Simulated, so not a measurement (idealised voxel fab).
process module | voxel spacer lines
The figure presents cross-section cut, which has a width of 225 nm and is divided into square cells with an edge length of 5 nm.
Cross-sections here: square-cell grids, written as top-down lists of bands, a band being one or more rows of cells. Band: top and bottom heights (nm) first, top before bottom; then materials from left to right, widths in nm. "throughout" marks a sole material filling the band edge to edge. "air" denotes empty space. Where do heights start? At 0: under that level the wafer as delivered is made of one material only. And the lowest band has no floor; it just carries on downward, as in "top 0, no bottom". A two-number width, for instance "30..40", indicates that the width is equal to the first number in the top row of the band and to the second number in the bottom row, and that it changes by a constant amount per row of cells. Any step labelled "everything unchanged" changed none of the cells in the cross-section. "Enclosed voids" means: voids of 8 cells or more that are shut off from the top with no open way through. Written width x height at distance, distance from the left edge, in nm. Text after the settings on a step's line: the simulator's own remark on that step. "overlay nm" answers the question of how far to the right of plan the mask lay on a step that has a mask, and when it is negative the answer is to the left.
## The planned process steps are enumerated hereunder
step 1: RECEIVE: material Si
step 2: CONFORMAL_DEP: material Al2O3, thk nm 10
step 3: DIRECTIONAL_DEP: material polySi, thk nm 10
step 4: DIRECTIONAL_DEP: material aC, thk nm 25
step 5: PATTERN: tone cover, mask id MANDREL, material resist, width nm 25, pitch nm 70, thk nm 30, overlay nm -15
step 6: DIRECTIONAL_ETCH: etch materials aC, depth nm 25
step 7: STRIP: etch materials resist
step 8: CONFORMAL_DEP: material SiO2, thk nm 10
step 9: DIRECTIONAL_ETCH: etch materials SiO2, depth nm 10
step 10: STRIP: etch materials aC
step 11: DIRECTIONAL_ETCH: etch materials polySi, depth nm 10
step 12: STRIP: etch materials SiO2
Heads up: all these wafers start the same, and what changes between them is the overlay nm in step 5. The value you see in the plan is just what the first wafer got.
## The first of several wafers, as received after step 1, seen in section
	top 0, no bottom: Si throughout
	Enclosed voids: none
## End of the module, past its last step, step 12: how the first of several wafers looks in cross-section
	top 20, bottom 10: air (40) | polySi (10) | air (25) | polySi (10) | air (25) | polySi (10) | air (25) | polySi (10) | air (70)
	top 10, bottom 0: Al2O3 throughout
	top 0, no bottom: Si throughout
	Enclosed voids: none
## Cross-sectional depiction of the last of several wafers upon completion of the module
	top 20, bottom 10: air (70) | polySi (10) | air (25) | polySi (10) | air (25) | polySi (10) | air (25) | polySi (10) | air (40)
	top 10, bottom 0: Al2O3 throughout
	top 0, no bottom: Si throughout
	Enclosed voids: none
## Take any row and you have a wafer at the end of the module: how many cells of each material it has gained (+) or lost (-) since it was received, and then its closed voids
overlay nm -15 | +90 Al2O3 | +16 polySi | Enclosed voids: none
overlay nm -10 | +90 Al2O3 | +16 polySi | Enclosed voids: none
overlay nm -5 | +90 Al2O3 | +16 polySi | Enclosed voids: none
overlay nm 0 | +90 Al2O3 | +16 polySi | Enclosed voids: none
overlay nm 5 | +90 Al2O3 | +16 polySi | Enclosed voids: none
overlay nm 10 | +90 Al2O3 | +16 polySi | Enclosed voids: none
overlay nm 15 | +90 Al2O3 | +16 polySi | Enclosed voids: none
